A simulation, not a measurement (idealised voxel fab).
Process module, titled voxel fin reveal
For reference, the cross-section in this document is cut, with width 195 nm and square cells of 5 nm.
A cross-section is a grid of square cells, given in bands from the top down. A band is one or more rows of cells. In this notation a band is specified by the heights of its top and bottom, in that order and in nm, after which its materials appear from left to right, each paired with its width in nm. The word "full width" attached to a single material means that material fills the band from edge to edge; the word "blank" stands for empty space. Height reference: 0 = level under which incoming wafer is all one material. Lowest band: no bottom, runs on downward, e.g. "0..down". Think of "30->40" as a width that walks from the first number to the second as you go down the band, top row to bottom row, taking equal-sized steps from row to row. The cross-section has no changed cell in any step marked "changes: none". Voids not open to the top, 8 cells minimum: see "Fully enclosed voids". Written width x height at distance; distance is from the left edge; nm. Read whatever lies past the settings on a step's line as the simulator's own remark about the step. overlay nm: for a step with a mask, the amount by which the mask lay right of where it was planned; a negative amount means left of it.
-- This section lists the process steps that were planned
1,RECEIVE [material Si]
2,CONFORMAL_DEP [material SiN] [thk nm 5]
3,PATTERN [tone cover] [mask id FINS] [material resist] [width nm 15] [pitch nm 35] [thk nm 20] [overlay nm 0]
4,DIRECTIONAL_ETCH [etch materials SiN] [depth nm 5]
5,DIRECTIONAL_ETCH [etch materials Si] [depth nm 40]
6,STRIP [etch materials resist]
7,FILL_DEP [material SiO2] [thk nm 10]
8,CMP [height nm 5]
9,SELECTIVE_ETCH [etch materials SiO2] [depth nm 30]
10,STRIP [etch materials SiN]
11,CONFORMAL_DEP [material SiO2] [thk nm 5]
-- The first of the two wafers, which ran as planned
-- Cross-sectional view of the wafer in its as-received condition, corresponding to the state after step 1
    0..down | Si full width
    Fully enclosed voids: none
-- The following cross-section depicts the wafer upon completion of step 2
    5..0 | SiN full width
    No changes below 0.
-- The following cross-section depicts the wafer upon completion of step 3
    25..5 | blank 70 / resist 15 / blank 20 / resist 15 / blank 75
    No changes below 5.
-- The following cross-section depicts the wafer upon completion of step 4
    25..5 | blank 70 / resist 15 / blank 20 / resist 15 / blank 75
    5..0 | blank 70 / SiN 15 / blank 20 / SiN 15 / blank 75
    No changes below 0.
-- The following cross-section depicts the wafer upon completion of step 5
    25..5 | blank 70 / resist 15 / blank 20 / resist 15 / blank 75
    5..0 | blank 70 / SiN 15 / blank 20 / SiN 15 / blank 75
    0..-40 | blank 70 / Si 15 / blank 20 / Si 15 / blank 75
    No changes below -40.
-- The following cross-section depicts the wafer upon completion of step 6
    5..0 | blank 70 / SiN 15 / blank 20 / SiN 15 / blank 75
    No changes below 0.
-- The following cross-section depicts the wafer upon completion of step 7
    15..5 | SiO2 full width
    5..0 | SiO2 70 / SiN 15 / SiO2 20 / SiN 15 / SiO2 75
    0..-40 | SiO2 70 / Si 15 / SiO2 20 / Si 15 / SiO2 75
    No changes below -40.
-- The following cross-section depicts the wafer upon completion of step 8
    5..0 | SiO2 70 / SiN 15 / SiO2 20 / SiN 15 / SiO2 75
    No changes below 0.
-- The following cross-section depicts the wafer upon completion of step 9
    5..0 | blank 70 / SiN 15 / blank 20 / SiN 15 / blank 75
    0..-25 | blank 70 / Si 15 / blank 20 / Si 15 / blank 75
    No changes below -25.
-- The following cross-section depicts the wafer upon completion of step 10
    0..-25 | blank 70 / Si 15 / blank 20 / Si 15 / blank 75
    No changes below -25.
-- The following cross-section depicts the wafer upon completion of step 11
    5..0 | blank 65 / SiO2 25 / blank 10 / SiO2 25 / blank 70
    0..-20 | blank 65 / SiO2 5 / Si 15 / SiO2 5 / blank 10 / SiO2 5 / Si 15 / SiO2 5 / blank 70
    -20..-40 | SiO2 70 / Si 15 / SiO2 20 / Si 15 / SiO2 75
    No changes below -40.
-- The second wafer: identical to the first at the outset and in its planned sequence, differing only in that one mistake was made during processing; up to and including step 2, its path is the first wafer's path
-- Second wafer cross-section, taken as of the time the plan sets for step 3 to be done
    25..5 | resist 70 / blank 15 / resist 20 / blank 15 / resist 75
    No changes below 5.
-- Second wafer cross-section, taken as of the time the plan sets for step 4 to be done
    25..5 | resist 70 / blank 15 / resist 20 / blank 15 / resist 75
    5..0 | SiN 70 / blank 15 / SiN 20 / blank 15 / SiN 75
    No changes below 0.
-- Second wafer cross-section, taken as of the time the plan sets for step 5 to be done
    25..5 | resist 70 / blank 15 / resist 20 / blank 15 / resist 75
    5..0 | SiN 70 / blank 15 / SiN 20 / blank 15 / SiN 75
    0..-40 | Si 70 / blank 15 / Si 20 / blank 15 / Si 75
    No changes below -40.
-- Second wafer cross-section, taken as of the time the plan sets for step 6 to be done
    5..0 | SiN 70 / blank 15 / SiN 20 / blank 15 / SiN 75
    No changes below 0.
-- Second wafer cross-section, taken as of the time the plan sets for step 7 to be done
    15..5 | SiO2 full width
    5..0 | SiN 70 / SiO2 15 / SiN 20 / SiO2 15 / SiN 75
    0..-40 | Si 70 / SiO2 15 / Si 20 / SiO2 15 / Si 75
    No changes below -40.
-- Second wafer cross-section, taken as of the time the plan sets for step 8 to be done
    5..0 | SiN 70 / SiO2 15 / SiN 20 / SiO2 15 / SiN 75
    No changes below 0.
-- Second wafer cross-section, taken as of the time the plan sets for step 9 to be done
    5..0 | SiN 70 / blank 15 / SiN 20 / blank 15 / SiN 75
    0..-25 | Si 70 / blank 15 / Si 20 / blank 15 / Si 75
    No changes below -25.
-- Second wafer cross-section, taken as of the time the plan sets for step 10 to be done
    0..-25 | Si 70 / blank 15 / Si 20 / blank 15 / Si 75
    No changes below -25.
-- Second wafer cross-section, taken as of the time the plan sets for step 11 to be done
    5..0 | SiO2 75 / blank 5 / SiO2 30 / blank 5 / SiO2 80
    0..-20 | Si 70 / SiO2 5 / blank 5 / SiO2 5 / Si 20 / SiO2 5 / blank 5 / SiO2 5 / Si 75
    -20..-40 | Si 70 / SiO2 15 / Si 20 / SiO2 15 / Si 75
    No changes below -40.
What was the processing mistake? step 3 did not use the planned setting and instead ran as PATTERN [tone open] [mask id FINS] [material resist] [width nm 15] [pitch nm 35] [thk nm 20] [overlay nm 0]
Looking at both finished wafers in cells, the second ends up ahead of or behind the first on some materials: +216 Si | -81 SiO2
